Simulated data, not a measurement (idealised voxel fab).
process module | voxel self aligned contacts
cross-section cut | 285 nm wide | cells 5 nm
A cross-section is a grid of square cells, given in bands from the top down. A band is one or more rows of cells.
Each band's line starts with the height of the band's top and of its bottom, in nm. Then come its materials from left to right, each with its width in nm. One material with "throughout" fills the band from edge to edge. "air" is empty space.
Height 0 is the level under which the wafer as received is all one material. The lowest band goes on downwards, as in "0 down".
A width such as "30 to 40" changes by the same amount from each row of cells to the next, from the band's top row to its bottom row.
"no change" after a step means that no cell of the cross-section changed.
closed voids: empty space of 8 cells or more with no open way to the top, each as width x height at its distance from the left edge, in nm
after a step's settings: what the simulator itself notes on the step
overlay nm, on a step with a mask: how far to the right of its planned place the mask lay; to the left if negative
plan
1 op RECEIVE | material Si
2 op CONFORMAL_DEP | material SiO2 | thk nm 5
3 op DIRECTIONAL_DEP | material polySi | thk nm 25
4 op DIRECTIONAL_DEP | material SiN | thk nm 15
5 op DIRECTIONAL_DEP | material aC | thk nm 15
6 op PATTERN | tone cover | mask id GATE | material resist | width nm 35 | pitch nm 60 | thk nm 30 | overlay nm 0
7 op DIRECTIONAL_ETCH | etch materials aC | depth nm 15
8 op STRIP | etch materials resist
9 op DIRECTIONAL_ETCH | etch materials SiN | depth nm 15
10 op DIRECTIONAL_ETCH | etch materials polySi | depth nm 25
11 op STRIP | etch materials aC
12 op CONFORMAL_DEP | material SiN | thk nm 5
13 op DIRECTIONAL_ETCH | etch materials SiN | depth nm 5
14 op FILL_DEP | material SiO2 | thk nm 15
15 op CMP | height nm 55
16 op DIRECTIONAL_DEP | material aC | thk nm 15
17 op PATTERN | tone open | mask id CONTACT | material resist | width nm 45 | pitch nm 60 | thk nm 35 | overlay nm 0
18 op DIRECTIONAL_ETCH | etch materials aC | depth nm 15
19 op STRIP | etch materials resist
20 op DIRECTIONAL_ETCH | etch materials SiO2 | depth nm 55
21 op STRIP | etch materials aC
22 op CONFORMAL_DEP | material TiN | thk nm 5
23 op FILL_DEP | material Ru | thk nm 5
24 op CMP | height nm 55
25 op CONFORMAL_DEP | material SiCN | thk nm 5
first wafer, as planned
as received, after step 1
  0 down: Si throughout
  closed voids: none
after step 2
  5 to 0: SiO2 throughout
  below 0: unchanged
after step 3
  30 to 5: polySi throughout
  below 5: unchanged
after step 4
  45 to 30: SiN throughout
  below 30: unchanged
after step 5
  60 to 45: aC throughout
  below 45: unchanged
after step 6
  90 to 60: air 65 | resist 35 | air 25 | resist 35 | air 25 | resist 35 | air 65
  below 60: unchanged
after step 7
  75 to 60: air 65 | resist 35 | air 25 | resist 35 | air 25 | resist 35 | air 65
  60 to 45: air 65 | aC 35 | air 25 | aC 35 | air 25 | aC 35 | air 65
  below 45: unchanged
after step 8
  60 to 45: air 65 | aC 35 | air 25 | aC 35 | air 25 | aC 35 | air 65
  below 45: unchanged
after step 9
  60 to 45: air 65 | aC 35 | air 25 | aC 35 | air 25 | aC 35 | air 65
  45 to 30: air 65 | SiN 35 | air 25 | SiN 35 | air 25 | SiN 35 | air 65
  below 30: unchanged
after step 10
  60 to 45: air 65 | aC 35 | air 25 | aC 35 | air 25 | aC 35 | air 65
  45 to 30: air 65 | SiN 35 | air 25 | SiN 35 | air 25 | SiN 35 | air 65
  30 to 5: air 65 | polySi 35 | air 25 | polySi 35 | air 25 | polySi 35 | air 65
  below 5: unchanged
after step 11
  45 to 30: air 65 | SiN 35 | air 25 | SiN 35 | air 25 | SiN 35 | air 65
  below 30: unchanged
after step 12
  50 to 30: air 60 | SiN 45 | air 15 | SiN 45 | air 15 | SiN 45 | air 60
  30 to 10: air 60 | SiN 5 | polySi 35 | SiN 5 | air 15 | SiN 5 | polySi 35 | SiN 5 | air 15 | SiN 5 | polySi 35 | SiN 5 | air 60
  10 to 5: SiN 65 | polySi 35 | SiN 25 | polySi 35 | SiN 25 | polySi 35 | SiN 65
  below 5: unchanged
after step 13
  45 to 30: air 60 | SiN 45 | air 15 | SiN 45 | air 15 | SiN 45 | air 60
  30 to 5: air 60 | SiN 5 | polySi 35 | SiN 5 | air 15 | SiN 5 | polySi 35 | SiN 5 | air 15 | SiN 5 | polySi 35 | SiN 5 | air 60
  below 5: unchanged
after step 14
  60 to 45: SiO2 throughout
  45 to 30: SiO2 60 | SiN 45 | SiO2 15 | SiN 45 | SiO2 15 | SiN 45 | SiO2 60
  30 to 5: SiO2 60 | SiN 5 | polySi 35 | SiN 5 | SiO2 15 | SiN 5 | polySi 35 | SiN 5 | SiO2 15 | SiN 5 | polySi 35 | SiN 5 | SiO2 60
  below 5: unchanged
after step 15
  55 to 45: SiO2 throughout
  below 45: unchanged
after step 16
  70 to 55: aC throughout
  below 55: unchanged
after step 17
  105 to 70: resist 90 | air 45 | resist 15 | air 45 | resist 90
  below 70: unchanged
after step 18
  90 to 70: resist 90 | air 45 | resist 15 | air 45 | resist 90
  70 to 55: aC 90 | air 45 | aC 15 | air 45 | aC 90
  below 55: unchanged
after step 19
  70 to 55: aC 90 | air 45 | aC 15 | air 45 | aC 90
  below 55: unchanged
after step 20
  70 to 55: aC 90 | air 45 | aC 15 | air 45 | aC 90
  55 to 45: SiO2 90 | air 45 | SiO2 15 | air 45 | SiO2 90
  45 to 30: SiO2 60 | SiN 45 | air 15 | SiN 45 | air 15 | SiN 45 | SiO2 60
  30 to 5: SiO2 60 | SiN 5 | polySi 35 | SiN 5 | air 15 | SiN 5 | polySi 35 | SiN 5 | air 15 | SiN 5 | polySi 35 | SiN 5 | SiO2 60
  5 to 0: SiO2 105 | air 15 | SiO2 45 | air 15 | SiO2 105
  below 0: unchanged
after step 21
  55 to 45: SiO2 90 | air 45 | SiO2 15 | air 45 | SiO2 90
  below 45: unchanged
after step 22
  60 to 55: TiN 95 | air 35 | TiN 25 | air 35 | TiN 95
  55 to 45: SiO2 90 | TiN 5 to 20 | air 35 to 5 | TiN 5 to 20 | SiO2 15 | TiN 5 to 20 | air 35 to 5 | TiN 5 to 20 | SiO2 90
  45 to 30: SiO2 60 | SiN 45 | TiN 5 | air 5 | TiN 5 | SiN 45 | TiN 5 | air 5 | TiN 5 | SiN 45 | SiO2 60
  30 to 5: SiO2 60 | SiN 5 | polySi 35 | SiN 5 | TiN 5 | air 5 | TiN 5 | SiN 5 | polySi 35 | SiN 5 | TiN 5 | air 5 | TiN 5 | SiN 5 | polySi 35 | SiN 5 | SiO2 60
  5 to 0: SiO2 105 | TiN 15 | SiO2 45 | TiN 15 | SiO2 105
  below 0: unchanged
after step 23
  65 to 60: Ru throughout
  60 to 55: TiN 95 | Ru 35 | TiN 25 | Ru 35 | TiN 95
  55 to 45: SiO2 90 | TiN 5 to 20 | Ru 35 to 5 | TiN 5 to 20 | SiO2 15 | TiN 5 to 20 | Ru 35 to 5 | TiN 5 to 20 | SiO2 90
  45 to 30: SiO2 60 | SiN 45 | TiN 5 | Ru 5 | TiN 5 | SiN 45 | TiN 5 | Ru 5 | TiN 5 | SiN 45 | SiO2 60
  30 to 5: SiO2 60 | SiN 5 | polySi 35 | SiN 5 | TiN 5 | Ru 5 | TiN 5 | SiN 5 | polySi 35 | SiN 5 | TiN 5 | Ru 5 | TiN 5 | SiN 5 | polySi 35 | SiN 5 | SiO2 60
  below 5: unchanged
after step 24
  55 to 45: SiO2 90 | TiN 5 to 20 | Ru 35 to 5 | TiN 5 to 20 | SiO2 15 | TiN 5 to 20 | Ru 35 to 5 | TiN 5 to 20 | SiO2 90
  below 45: unchanged
after step 25
  60 to 55: SiCN throughout
  below 55: unchanged
second wafer: like start, like plan, one mistake. Through step 11 it matches the first wafer
when step 12 should have ended
  40 to 30: air 65 | SiN 35 | air 25 | SiN 35 | air 25 | SiN 35 | air 65
  below 30: unchanged
when step 13 should have ended
  45 to 30: air 60 | SiN 45 | air 15 | SiN 45 | air 15 | SiN 45 | air 60
  30 to 10: air 60 | SiN 5 | polySi 35 | SiN 5 | air 15 | SiN 5 | polySi 35 | SiN 5 | air 15 | SiN 5 | polySi 35 | SiN 5 | air 60
  10 to 5: SiN 65 | polySi 35 | SiN 25 | polySi 35 | SiN 25 | polySi 35 | SiN 65
  below 5: unchanged
when step 14 should have ended
  60 to 45: SiO2 throughout
  45 to 30: SiO2 60 | SiN 45 | SiO2 15 | SiN 45 | SiO2 15 | SiN 45 | SiO2 60
  30 to 10: SiO2 60 | SiN 5 | polySi 35 | SiN 5 | SiO2 15 | SiN 5 | polySi 35 | SiN 5 | SiO2 15 | SiN 5 | polySi 35 | SiN 5 | SiO2 60
  below 10: unchanged
when step 15 should have ended
  55 to 45: SiO2 throughout
  below 45: unchanged
when step 16 should have ended
  70 to 55: aC throughout
  below 55: unchanged
when step 17 should have ended
  105 to 70: resist 90 | air 45 | resist 15 | air 45 | resist 90
  below 70: unchanged
when step 18 should have ended
  90 to 70: resist 90 | air 45 | resist 15 | air 45 | resist 90
  70 to 55: aC 90 | air 45 | aC 15 | air 45 | aC 90
  below 55: unchanged
when step 19 should have ended
  70 to 55: aC 90 | air 45 | aC 15 | air 45 | aC 90
  below 55: unchanged
when step 20 should have ended
  70 to 55: aC 90 | air 45 | aC 15 | air 45 | aC 90
  55 to 45: SiO2 90 | air 45 | SiO2 15 | air 45 | SiO2 90
  45 to 30: SiO2 60 | SiN 45 | air 15 | SiN 45 | air 15 | SiN 45 | SiO2 60
  30 to 10: SiO2 60 | SiN 5 | polySi 35 | SiN 5 | air 15 | SiN 5 | polySi 35 | SiN 5 | air 15 | SiN 5 | polySi 35 | SiN 5 | SiO2 60
  below 10: unchanged
when step 21 should have ended
  55 to 45: SiO2 90 | air 45 | SiO2 15 | air 45 | SiO2 90
  below 45: unchanged
when step 22 should have ended
  60 to 55: TiN 95 | air 35 | TiN 25 | air 35 | TiN 95
  55 to 45: SiO2 90 | TiN 5 to 20 | air 35 to 5 | TiN 5 to 20 | SiO2 15 | TiN 5 to 20 | air 35 to 5 | TiN 5 to 20 | SiO2 90
  45 to 30: SiO2 60 | SiN 45 | TiN 5 | air 5 | TiN 5 | SiN 45 | TiN 5 | air 5 | TiN 5 | SiN 45 | SiO2 60
  30 to 15: SiO2 60 | SiN 5 | polySi 35 | SiN 5 | TiN 5 | air 5 | TiN 5 | SiN 5 | polySi 35 | SiN 5 | TiN 5 | air 5 | TiN 5 | SiN 5 | polySi 35 | SiN 5 | SiO2 60
  15 to 10: SiO2 60 | SiN 5 | polySi 35 | SiN 5 | TiN 15 | SiN 5 | polySi 35 | SiN 5 | TiN 15 | SiN 5 | polySi 35 | SiN 5 | SiO2 60
  below 10: unchanged
when step 23 should have ended
  65 to 60: Ru throughout
  60 to 55: TiN 95 | Ru 35 | TiN 25 | Ru 35 | TiN 95
  55 to 45: SiO2 90 | TiN 5 to 20 | Ru 35 to 5 | TiN 5 to 20 | SiO2 15 | TiN 5 to 20 | Ru 35 to 5 | TiN 5 to 20 | SiO2 90
  45 to 30: SiO2 60 | SiN 45 | TiN 5 | Ru 5 | TiN 5 | SiN 45 | TiN 5 | Ru 5 | TiN 5 | SiN 45 | SiO2 60
  30 to 15: SiO2 60 | SiN 5 | polySi 35 | SiN 5 | TiN 5 | Ru 5 | TiN 5 | SiN 5 | polySi 35 | SiN 5 | TiN 5 | Ru 5 | TiN 5 | SiN 5 | polySi 35 | SiN 5 | SiO2 60
  below 15: unchanged
when step 24 should have ended
  55 to 45: SiO2 90 | TiN 5 to 20 | Ru 35 to 5 | TiN 5 to 20 | SiO2 15 | TiN 5 to 20 | Ru 35 to 5 | TiN 5 to 20 | SiO2 90
  below 45: unchanged
when step 25 should have ended
  60 to 55: SiCN throughout
  below 55: unchanged
what went wrong: steps 12 and 13 were swapped
at the end the second wafer has, in cells: 4 fewer of Ru | 30 more of SiN | 18 fewer of SiO2 | 8 fewer of TiN
